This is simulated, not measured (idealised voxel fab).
process module | voxel transistor to metal
cross-section cut | 145 nm wide | cells 5 nm
A cross-section is a grid of square cells, given in bands from the top down. A band is one or more rows of cells.
Each band's line starts with the height of the band's top and of its bottom, in nm. Then come its materials from left to right, each with its width in nm. One material with "throughout" fills the band from edge to edge. "air" is empty space.
Height 0 is the level under which the wafer as received is all one material. The lowest band goes on downwards, as in "0 down".
A width such as "30 to 40" changes by the same amount from each row of cells to the next, from the band's top row to its bottom row.
"no change" after a step means that no cell of the cross-section changed.
closed voids: empty space of 8 cells or more with no open way to the top, each as width x height at its distance from the left edge, in nm
after a step's settings: what the simulator itself notes on the step
overlay nm, on a step with a mask: how far to the right of its planned place the mask lay; to the left if negative
plan
1 op RECEIVE | material Si
2 op OXIDIZE | depth nm 5
3 op CONFORMAL_DEP | material SiN | thk nm 10
4 op DIRECTIONAL_DEP | material aC | thk nm 10
5 op PATTERN | tone cover | mask id ACTIVE | material resist | width nm 105 | thk nm 30 | overlay nm 0
6 op DIRECTIONAL_ETCH | etch materials aC | depth nm 10
7 op STRIP | etch materials resist
8 op DIRECTIONAL_ETCH | etch materials SiN | depth nm 10
9 op DIRECTIONAL_ETCH | etch materials SiO2 | depth nm 5
10 op DIRECTIONAL_ETCH | etch materials Si | depth nm 25
11 op STRIP | etch materials aC
12 op FILL_DEP | material SiO2 | thk nm 5
13 op CMP | height nm 10
14 op SELECTIVE_ETCH | etch materials SiO2 | depth nm 10
15 op STRIP | etch materials SiN
16 op SELECTIVE_ETCH | etch materials SiO2 | depth nm 5
17 op OXIDIZE | depth nm 5
18 op DIRECTIONAL_DEP | material polySi | thk nm 30
19 op DIRECTIONAL_DEP | material SiCN | thk nm 10
20 op DIRECTIONAL_DEP | material aC | thk nm 15
21 op PATTERN | tone cover | mask id GATE | material resist | width nm 35 | thk nm 30 | overlay nm 0
22 op DIRECTIONAL_ETCH | etch materials aC | depth nm 15
23 op STRIP | etch materials resist
24 op DIRECTIONAL_ETCH | etch materials SiCN | depth nm 20
25 op DIRECTIONAL_ETCH | etch materials polySi | depth nm 40
26 op STRIP | etch materials aC
27 op CONFORMAL_DEP | material SiN | thk nm 5
28 op DIRECTIONAL_ETCH | etch materials SiN | depth nm 5
29 op DIRECTIONAL_ETCH | etch materials SiO2 | depth nm 5
30 op DIRECTIONAL_ETCH | etch materials Si | depth nm 5
31 op EPI | material SiGe | thk nm 5
32 op FILL_DEP | material SiO2 | thk nm 10
33 op CMP | height nm 25
34 op STRIP | etch materials polySi
35 op SELECTIVE_ETCH | etch materials SiO2 | depth nm 5
36 op CONFORMAL_DEP | material HfO2 | thk nm 5
37 op CONFORMAL_DEP | material TiN | thk nm 5
38 op FILL_DEP | material W | thk nm 5
39 op CMP | height nm 20
40 op DIRECTIONAL_DEP | material SiO2 | thk nm 15
41 op DIRECTIONAL_DEP | material aC | thk nm 10
42 op PATTERN | tone open | mask id CONTACT | material resist | width nm 15 | pitch nm 80 | thk nm 30 | overlay nm 0
43 op DIRECTIONAL_ETCH | etch materials aC | depth nm 10
44 op STRIP | etch materials resist
45 op DIRECTIONAL_ETCH | etch materials SiO2 | depth nm 45
46 op STRIP | etch materials aC
47 op CONFORMAL_DEP | material TiN | thk nm 5
48 op FILL_DEP | material Ru | thk nm 5
49 op CMP | height nm 35
50 op CONFORMAL_DEP | material SiCN | thk nm 5
51 op DIRECTIONAL_DEP | material SiO2 | thk nm 25
52 op MASKED_ETCH | tone open | mask id METAL_1 | width nm 15 | pitch nm 80 | etch materials SiO2 | depth nm 25 | overlay nm 0
53 op MASKED_ETCH | tone open | mask id METAL_1 | width nm 15 | pitch nm 80 | etch materials SiCN | depth nm 5 | overlay nm 0
54 op CONFORMAL_DEP | material TiN | thk nm 5
55 op FILL_DEP | material Ru | thk nm 5
56 op CMP | height nm 65
57 op EPI | material Ru | thk nm 5
58 op FILL_DEP | material SiCN | thk nm 5
first wafer, as planned
as received, after step 1
  0 down: Si throughout
  closed voids: none
after step 2
  0 to -5: SiO2 throughout
  below -5: unchanged
after step 3
  10 to 0: SiN throughout
  below 0: unchanged
after step 4
  20 to 10: aC throughout
  below 10: unchanged
after step 5
  50 to 20: air 20 | resist 105 | air 20
  below 20: unchanged
after step 6
  40 to 20: air 20 | resist 105 | air 20
  20 to 10: air 20 | aC 105 | air 20
  below 10: unchanged
after step 7
  20 to 10: air 20 | aC 105 | air 20
  below 10: unchanged
after step 8
  20 to 10: air 20 | aC 105 | air 20
  10 to 0: air 20 | SiN 105 | air 20
  below 0: unchanged
after step 9
  20 to 10: air 20 | aC 105 | air 20
  10 to 0: air 20 | SiN 105 | air 20
  0 to -5: air 20 | SiO2 105 | air 20
  below -5: unchanged
after step 10
  20 to 10: air 20 | aC 105 | air 20
  10 to 0: air 20 | SiN 105 | air 20
  0 to -5: air 20 | SiO2 105 | air 20
  -5 to -30: air 20 | Si 105 | air 20
  below -30: unchanged
after step 11
  10 to 0: air 20 | SiN 105 | air 20
  below 0: unchanged
after step 12
  15 to 10: SiO2 throughout
  10 to 0: SiO2 20 | SiN 105 | SiO2 20
  0 to -5: SiO2 throughout
  -5 to -30: SiO2 20 | Si 105 | SiO2 20
  below -30: unchanged
after step 13
  10 to 0: SiO2 20 | SiN 105 | SiO2 20
  below 0: unchanged
after step 14
  10 to 0: air 20 | SiN 105 | air 20
  below 0: unchanged
after step 15
  0 to -5: SiO2 throughout
  below -5: unchanged
after step 16
  -5 to -30: SiO2 20 | Si 105 | SiO2 20
  below -30: unchanged
after step 17
  -5 to -10: SiO2 throughout
  below -10: unchanged
after step 18
  25 to -5: polySi throughout
  below -5: unchanged
after step 19
  35 to 25: SiCN throughout
  below 25: unchanged
after step 20
  50 to 35: aC throughout
  below 35: unchanged
after step 21
  80 to 50: air 55 | resist 35 | air 55
  below 50: unchanged
after step 22
  65 to 50: air 55 | resist 35 | air 55
  50 to 35: air 55 | aC 35 | air 55
  below 35: unchanged
after step 23
  50 to 35: air 55 | aC 35 | air 55
  below 35: unchanged
after step 24
  50 to 35: air 55 | aC 35 | air 55
  35 to 25: air 55 | SiCN 35 | air 55
  below 25: unchanged
after step 25
  50 to 35: air 55 | aC 35 | air 55
  35 to 25: air 55 | SiCN 35 | air 55
  25 to -5: air 55 | polySi 35 | air 55
  below -5: unchanged
after step 26
  35 to 25: air 55 | SiCN 35 | air 55
  below 25: unchanged
after step 27
  40 to 35: air 50 | SiN 45 | air 50
  35 to 25: air 50 | SiN 5 | SiCN 35 | SiN 5 | air 50
  25 to 0: air 50 | SiN 5 | polySi 35 | SiN 5 | air 50
  0 to -5: SiN 55 | polySi 35 | SiN 55
  below -5: unchanged
after step 28
  35 to 25: air 50 | SiN 5 | SiCN 35 | SiN 5 | air 50
  25 to -5: air 50 | SiN 5 | polySi 35 | SiN 5 | air 50
  below -5: unchanged
after step 29
  35 to 25: air 50 | SiN 5 | SiCN 35 | SiN 5 | air 50
  25 to -5: air 50 | SiN 5 | polySi 35 | SiN 5 | air 50
  -5 to -10: air 50 | SiO2 45 | air 50
  below -10: unchanged
after step 30
  35 to 25: air 50 | SiN 5 | SiCN 35 | SiN 5 | air 50
  25 to -5: air 50 | SiN 5 | polySi 35 | SiN 5 | air 50
  -5 to -10: air 50 | SiO2 45 | air 50
  -10 to -15: SiO2 20 | air 30 | Si 45 | air 30 | SiO2 20
  below -15: unchanged
after step 31
  35 to 25: air 50 | SiN 5 | SiCN 35 | SiN 5 | air 50
  25 to -5: air 50 | SiN 5 | polySi 35 | SiN 5 | air 50
  -5 to -10: air 45 | SiGe 5 | SiO2 45 | SiGe 5 | air 45
  -10 to -15: SiO2 20 | SiGe 30 | Si 45 | SiGe 30 | SiO2 20
  below -15: unchanged
after step 32
  45 to 35: SiO2 throughout
  35 to 25: SiO2 50 | SiN 5 | SiCN 35 | SiN 5 | SiO2 50
  25 to -5: SiO2 50 | SiN 5 | polySi 35 | SiN 5 | SiO2 50
  -5 to -10: SiO2 45 | SiGe 5 | SiO2 45 | SiGe 5 | SiO2 45
  below -10: unchanged
after step 33
  25 to -5: SiO2 50 | SiN 5 | polySi 35 | SiN 5 | SiO2 50
  below -5: unchanged
after step 34
  25 to -5: SiO2 50 | SiN 5 | air 35 | SiN 5 | SiO2 50
  below -5: unchanged
after step 35
  25 to 20: air 50 | SiN 5 | air 35 | SiN 5 | air 50
  20 to -5: SiO2 50 | SiN 5 | air 35 | SiN 5 | SiO2 50
  -5 to -10: SiO2 45 | SiGe 5 | air 45 | SiGe 5 | SiO2 45
  below -10: unchanged
after step 36
  30 to 25: air 45 | HfO2 15 | air 25 | HfO2 15 | air 45
  25 to 20: HfO2 50 | SiN 5 | HfO2 5 | air 25 | HfO2 5 | SiN 5 | HfO2 50
  20 to -5: SiO2 50 | SiN 5 | HfO2 5 | air 25 | HfO2 5 | SiN 5 | SiO2 50
  -5 to -10: SiO2 45 | SiGe 5 | HfO2 45 | SiGe 5 | SiO2 45
  below -10: unchanged
after step 37
  35 to 30: air 40 | TiN 25 | air 15 | TiN 25 | air 40
  30 to 25: TiN 45 | HfO2 15 | TiN 5 | air 15 | TiN 5 | HfO2 15 | TiN 45
  25 to 20: HfO2 50 | SiN 5 | HfO2 5 | TiN 5 | air 15 | TiN 5 | HfO2 5 | SiN 5 | HfO2 50
  20 to 0: SiO2 50 | SiN 5 | HfO2 5 | TiN 5 | air 15 | TiN 5 | HfO2 5 | SiN 5 | SiO2 50
  0 to -5: SiO2 50 | SiN 5 | HfO2 5 | TiN 25 | HfO2 5 | SiN 5 | SiO2 50
  below -5: unchanged
after step 38
  40 to 35: W throughout
  35 to 30: W 40 | TiN 25 | W 15 | TiN 25 | W 40
  30 to 25: TiN 45 | HfO2 15 | TiN 5 | W 15 | TiN 5 | HfO2 15 | TiN 45
  25 to 20: HfO2 50 | SiN 5 | HfO2 5 | TiN 5 | W 15 | TiN 5 | HfO2 5 | SiN 5 | HfO2 50
  20 to 0: SiO2 50 | SiN 5 | HfO2 5 | TiN 5 | W 15 | TiN 5 | HfO2 5 | SiN 5 | SiO2 50
  below 0: unchanged
after step 39
  20 to 0: SiO2 50 | SiN 5 | HfO2 5 | TiN 5 | W 15 | TiN 5 | HfO2 5 | SiN 5 | SiO2 50
  below 0: unchanged
after step 40
  35 to 20: SiO2 throughout
  below 20: unchanged
after step 41
  45 to 35: aC throughout
  below 35: unchanged
after step 42
  75 to 45: resist 25 | air 15 | resist 65 | air 15 | resist 25
  below 45: unchanged
after step 43
  65 to 45: resist 25 | air 15 | resist 65 | air 15 | resist 25
  45 to 35: aC 25 | air 15 | aC 65 | air 15 | aC 25
  below 35: unchanged
after step 44
  45 to 35: aC 25 | air 15 | aC 65 | air 15 | aC 25
  below 35: unchanged
after step 45
  45 to 35: aC 25 | air 15 | aC 65 | air 15 | aC 25
  35 to 20: SiO2 25 | air 15 | SiO2 65 | air 15 | SiO2 25
  20 to 0: SiO2 25 | air 15 | SiO2 10 | SiN 5 | HfO2 5 | TiN 5 | W 15 | TiN 5 | HfO2 5 | SiN 5 | SiO2 10 | air 15 | SiO2 25
  0 to -5: SiO2 25 | air 15 | SiO2 10 | SiN 5 | HfO2 5 | TiN 25 | HfO2 5 | SiN 5 | SiO2 10 | air 15 | SiO2 25
  -5 to -10: SiO2 25 | air 15 | SiO2 5 | SiGe 5 | HfO2 45 | SiGe 5 | SiO2 5 | air 15 | SiO2 25
  below -10: unchanged
after step 46
  35 to 20: SiO2 25 | air 15 | SiO2 65 | air 15 | SiO2 25
  below 20: unchanged
after step 47
  40 to 35: TiN 30 | air 5 | TiN 75 | air 5 | TiN 30
  35 to 20: SiO2 25 | TiN 5 | air 5 | TiN 5 | SiO2 65 | TiN 5 | air 5 | TiN 5 | SiO2 25
  20 to 0: SiO2 25 | TiN 5 | air 5 | TiN 5 | SiO2 10 | SiN 5 | HfO2 5 | TiN 5 | W 15 | TiN 5 | HfO2 5 | SiN 5 | SiO2 10 | TiN 5 | air 5 | TiN 5 | SiO2 25
  0 to -5: SiO2 25 | TiN 5 | air 5 | TiN 5 | SiO2 10 | SiN 5 | HfO2 5 | TiN 25 | HfO2 5 | SiN 5 | SiO2 10 | TiN 5 | air 5 | TiN 5 | SiO2 25
  -5 to -10: SiO2 25 | TiN 15 | SiO2 5 | SiGe 5 | HfO2 45 | SiGe 5 | SiO2 5 | TiN 15 | SiO2 25
  below -10: unchanged
after step 48
  45 to 40: Ru throughout
  40 to 35: TiN 30 | Ru 5 | TiN 75 | Ru 5 | TiN 30
  35 to 20: SiO2 25 | TiN 5 | Ru 5 | TiN 5 | SiO2 65 | TiN 5 | Ru 5 | TiN 5 | SiO2 25
  20 to 0: SiO2 25 | TiN 5 | Ru 5 | TiN 5 | SiO2 10 | SiN 5 | HfO2 5 | TiN 5 | W 15 | TiN 5 | HfO2 5 | SiN 5 | SiO2 10 | TiN 5 | Ru 5 | TiN 5 | SiO2 25
  0 to -5: SiO2 25 | TiN 5 | Ru 5 | TiN 5 | SiO2 10 | SiN 5 | HfO2 5 | TiN 25 | HfO2 5 | SiN 5 | SiO2 10 | TiN 5 | Ru 5 | TiN 5 | SiO2 25
  below -5: unchanged
after step 49
  35 to 20: SiO2 25 | TiN 5 | Ru 5 | TiN 5 | SiO2 65 | TiN 5 | Ru 5 | TiN 5 | SiO2 25
  below 20: unchanged
after step 50
  40 to 35: SiCN throughout
  below 35: unchanged
after step 51
  65 to 40: SiO2 throughout
  below 40: unchanged
after step 52
  65 to 40: SiO2 25 | air 15 | SiO2 65 | air 15 | SiO2 25
  below 40: unchanged
after step 53
  65 to 40: SiO2 25 | air 15 | SiO2 65 | air 15 | SiO2 25
  40 to 35: SiCN 25 | air 15 | SiCN 65 | air 15 | SiCN 25
  below 35: unchanged
after step 54
  70 to 65: TiN 30 | air 5 | TiN 75 | air 5 | TiN 30
  65 to 40: SiO2 25 | TiN 5 | air 5 | TiN 5 | SiO2 65 | TiN 5 | air 5 | TiN 5 | SiO2 25
  40 to 35: SiCN 25 | TiN 15 | SiCN 65 | TiN 15 | SiCN 25
  below 35: unchanged
after step 55
  75 to 70: Ru throughout
  70 to 65: TiN 30 | Ru 5 | TiN 75 | Ru 5 | TiN 30
  65 to 40: SiO2 25 | TiN 5 | Ru 5 | TiN 5 | SiO2 65 | TiN 5 | Ru 5 | TiN 5 | SiO2 25
  below 40: unchanged
after step 56
  65 to 40: SiO2 25 | TiN 5 | Ru 5 | TiN 5 | SiO2 65 | TiN 5 | Ru 5 | TiN 5 | SiO2 25
  below 40: unchanged
after step 57
  70 to 65: air 20 | Ru 25 | air 55 | Ru 25 | air 20
  below 65: unchanged
after step 58
  75 to 70: SiCN throughout
  70 to 65: SiCN 20 | Ru 25 | SiCN 55 | Ru 25 | SiCN 20
  below 65: unchanged
second wafer: like start, like plan, one mistake. Through step 52 it matches the first wafer
when step 53 should have ended
  65 to 40: SiO2 25 | air 15 | SiO2 65 | air 15 | SiO2 25
  40 to 35: SiCN 25 | air 10 | SiCN 70 | air 10 | SiCN 30
  below 35: unchanged
when step 54 should have ended
  70 to 65: TiN 30 | air 5 | TiN 75 | air 5 | TiN 30
  65 to 45: SiO2 25 | TiN 5 | air 5 | TiN 5 | SiO2 65 | TiN 5 | air 5 | TiN 5 | SiO2 25
  45 to 40: SiO2 25 | TiN 15 | SiO2 65 | TiN 15 | SiO2 25
  40 to 35: SiCN 25 | TiN 10 | SiCN 70 | TiN 10 | SiCN 30
  below 35: unchanged
when step 55 should have ended
  75 to 70: Ru throughout
  70 to 65: TiN 30 | Ru 5 | TiN 75 | Ru 5 | TiN 30
  65 to 45: SiO2 25 | TiN 5 | Ru 5 | TiN 5 | SiO2 65 | TiN 5 | Ru 5 | TiN 5 | SiO2 25
  below 45: unchanged
when step 56 should have ended
  65 to 45: SiO2 25 | TiN 5 | Ru 5 | TiN 5 | SiO2 65 | TiN 5 | Ru 5 | TiN 5 | SiO2 25
  below 45: unchanged
when step 57 should have ended
  70 to 65: air 20 | Ru 25 | air 55 | Ru 25 | air 20
  below 65: unchanged
when step 58 should have ended
  75 to 70: SiCN throughout
  70 to 65: SiCN 20 | Ru 25 | SiCN 55 | Ru 25 | SiCN 20
  below 65: unchanged
what went wrong: step 53 ran as: op MASKED_ETCH | tone open | mask id METAL_1 | width nm 15 | pitch nm 80 | etch materials SiCN | depth nm 5 | overlay nm -5
at the end the second wafer has, in cells: 2 fewer of Ru | 2 more of SiCN
